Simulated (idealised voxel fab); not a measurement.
Presented below is a process module, voxel self aligned contacts.
The cross-section on display is named cut; it measures 260 nm wide, and its cells are 5 nm squares.
Throughout this document, each cross-section is represented as a grid of square cells and is presented as a sequence of bands enumerated from the top downward, where a band comprises one or more rows of cells.
Basically the band line says how high the top is and how high the bottom is, in nm, and then what's in it from left to right, every material with its width in nm. Empty space shows up as "air", and if a single material carries "edge to edge" it runs the full band edge to edge.
The reference from which all heights are counted is 0, the level beneath which the as-received wafer is entirely one material; the lowest band, having no lower bound, proceeds downward and is written after the example "0 down".
It should be noted that a width expressed as "30->40" varies in equal increments from row to row of cells within the band, taking the value of the first number at the top row and that of the second number at the bottom row.
Step marked "all unchanged"? Then no cell in the cross-section changed in it.
"Non-vented voids" enumerates empty spaces isolated from the top, with no open way to it, that contain at least 8 cells, giving each as width x height at distance from the left edge, all three in nm.
Heads up: the bit after the settings on a step's line is the simulator's remark on that step.
Steps that use a mask can have "overlay nm" on their line. It says how far the mask sat to the right of where it was meant to be. Negative means to the left.

### The planned process steps are enumerated hereunder
1. RECEIVE,material Si
2. CONFORMAL_DEP,material SiO2,thk nm 5
3. DIRECTIONAL_DEP,material polySi,thk nm 30
4. DIRECTIONAL_DEP,material SiN,thk nm 20
5. DIRECTIONAL_DEP,material aC,thk nm 15
6. PATTERN,tone cover,mask id GATE,material resist,width nm 25,pitch nm 55,thk nm 35,overlay nm 0
7. DIRECTIONAL_ETCH,etch materials aC,depth nm 15
8. STRIP,etch materials resist
9. DIRECTIONAL_ETCH,etch materials SiN,depth nm 20
10. DIRECTIONAL_ETCH,etch materials polySi,depth nm 30
11. STRIP,etch materials aC
12. CONFORMAL_DEP,material SiN,thk nm 5
13. DIRECTIONAL_ETCH,etch materials SiN,depth nm 5
14. FILL_DEP,material SiO2,thk nm 20
15. CMP,height nm 65
16. DIRECTIONAL_DEP,material aC,thk nm 10
17. PATTERN,tone open,mask id CONTACT,material resist,width nm 40,thk nm 25,overlay nm 0
18. DIRECTIONAL_ETCH,etch materials aC,depth nm 10
19. STRIP,etch materials resist
20. DIRECTIONAL_ETCH,etch materials SiO2,depth nm 65
21. STRIP,etch materials aC
22. CONFORMAL_DEP,material TiN,thk nm 5
23. FILL_DEP,material W,thk nm 5
24. CMP,height nm 65
25. CONFORMAL_DEP,material SiCN,thk nm 5

### Cross-section of the incoming wafer, state after step 1
> 0 down: Si edge to edge
> Non-vented voids: none

### Cross-section taken at module completion on the first of two wafers; processed per the plan
> 70 to 65: SiCN edge to edge
> 65 to 55: SiO2 110 nm, TiN 5->15 nm, W 30->10 nm, TiN 5->15 nm, SiO2 110 nm
> 55 to 35: SiO2 85 nm, SiN 35 nm, TiN 5 nm, W 10 nm, TiN 5 nm, SiN 35 nm, SiO2 85 nm
> 35 to 5: SiO2 85 nm, SiN 5 nm, polySi 25 nm, SiN 5 nm, TiN 5 nm, W 10 nm, TiN 5 nm, SiN 5 nm, polySi 25 nm, SiN 5 nm, SiO2 85 nm
> 5 to 0: SiO2 120 nm, TiN 20 nm, SiO2 120 nm
> 0 down: Si edge to edge
> Non-vented voids: none

### Module end: cross-section of wafer two of two. Same start and process plan as the first wafer. One mistake during execution
> 70 to 65: SiCN edge to edge
> 65 to 55: SiO2 110 nm, TiN 5 nm, W 30->10 nm, TiN 5->25 nm, SiO2 110 nm
> 55 to 35: SiO2 75 nm, SiN 35 nm, TiN 5 nm, W 10 nm, TiN 5 nm, SiN 35 nm, SiO2 95 nm
> 35 to 5: SiO2 75 nm, SiN 5 nm, polySi 25 nm, SiN 5 nm, TiN 5 nm, W 10 nm, TiN 5 nm, SiN 5 nm, polySi 25 nm, SiN 5 nm, SiO2 95 nm
> 5 to 0: SiO2 110 nm, TiN 20 nm, SiO2 130 nm
> 0 down: Si edge to edge
> Non-vented voids: none
In executing the process, a mistake was made relative to the plan: step 6 ran differently from the plan; actual operation with settings: PATTERN,tone cover,mask id GATE,material resist,width nm 25,pitch nm 55,thk nm 35,overlay nm -10
Both wafers, final: cells per material equal; arrangement not.
